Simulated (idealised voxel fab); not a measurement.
process module | voxel ribs on slabs
cross-section cut | 270 nm wide | cells 5 nm
A cross-section is a grid of square cells, given in bands from the top down. A band is one or more rows of cells.
Each band's line starts with the height of the band's top and of its bottom, in nm. Then come its materials from left to right, each with its width in nm. One material with "throughout" fills the band from edge to edge. "air" is empty space.
Height 0 is the level under which the wafer as received is all one material. The lowest band goes on downwards, as in "0 down".
A width such as "30 to 40" changes by the same amount from each row of cells to the next, from the band's top row to its bottom row.
"no change" after a step means that no cell of the cross-section changed.
closed voids: empty space of 8 cells or more with no open way to the top, each as width x height at its distance from the left edge, in nm
after a step's settings: what the simulator itself notes on the step
overlay nm, on a step with a mask: how far to the right of its planned place the mask lay; to the left if negative
plan
1 op RECEIVE | material Si
2 op DIRECTIONAL_DEP | material SiO2 | thk nm 25
3 op DIRECTIONAL_DEP | material SiN | thk nm 20
4 op DIRECTIONAL_DEP | material aC | thk nm 5
5 op PATTERN | tone cover | mask id RIB | material resist | width nm 15 | thk nm 35 | overlay nm 0
6 op DIRECTIONAL_ETCH | etch materials aC | depth nm 15
7 op STRIP | etch materials resist
8 op DIRECTIONAL_ETCH | etch materials SiN | depth nm 5
9 op STRIP | etch materials aC
10 op MASKED_ETCH | tone cover | mask id SLAB | width nm 55 | etch materials SiN | depth nm 15 | overlay nm 0
11 op FILL_DEP | material SiO2 | thk nm 15
12 op CMP | height nm 55
13 op DIRECTIONAL_DEP | material W | thk nm 10
14 op PATTERN | tone cover | mask id HEATER | material resist | width nm 25 | thk nm 15 | overlay nm 0
15 op DIRECTIONAL_ETCH | etch materials W | depth nm 10
16 op STRIP | etch materials resist
17 op CONFORMAL_DEP | material SiN | thk nm 5
varied across the wafers: thk nm of step 4. The plan shows the first wafer's value. All wafers start alike
first wafer as received, after step 1
  0 down: Si throughout
  closed voids: none
first wafer at the end, after step 17
  70 to 65: air 115 | SiN 35 | air 120
  65 to 60: air 115 | SiN 5 | W 25 | SiN 5 | air 120
  60 to 55: SiN 120 | W 25 | SiN 125
  55 to 45: SiO2 throughout
  45 to 40: SiO2 125 | SiN 15 | SiO2 130
  40 to 25: SiO2 105 | SiN 55 | SiO2 110
  25 to 0: SiO2 throughout
  0 down: Si throughout
  closed voids: none
last wafer at the end
  70 to 65: air 115 | SiN 35 | air 120
  65 to 60: air 115 | SiN 5 | W 25 | SiN 5 | air 120
  60 to 55: SiN 120 | W 25 | SiN 125
  55 to 45: SiO2 throughout
  45 to 30: SiO2 105 | SiN 55 | SiO2 110
  30 to 25: SiN throughout
  25 to 0: SiO2 throughout
  0 down: Si throughout
  closed voids: none
each wafer at the end: cells of each material gained (+) or lost (-) since it was received, then its closed voids
thk nm 5 | +94 SiN | +558 SiO2 | +10 W | closed voids: none
thk nm 10 | +94 SiN | +558 SiO2 | +10 W | closed voids: none
thk nm 15 | +94 SiN | +558 SiO2 | +10 W | closed voids: none
thk nm 20 | +145 SiN | +507 SiO2 | +10 W | closed voids: none
thk nm 25 | +145 SiN | +507 SiO2 | +10 W | closed voids: none
thk nm 30 | +145 SiN | +507 SiO2 | +10 W | closed voids: none
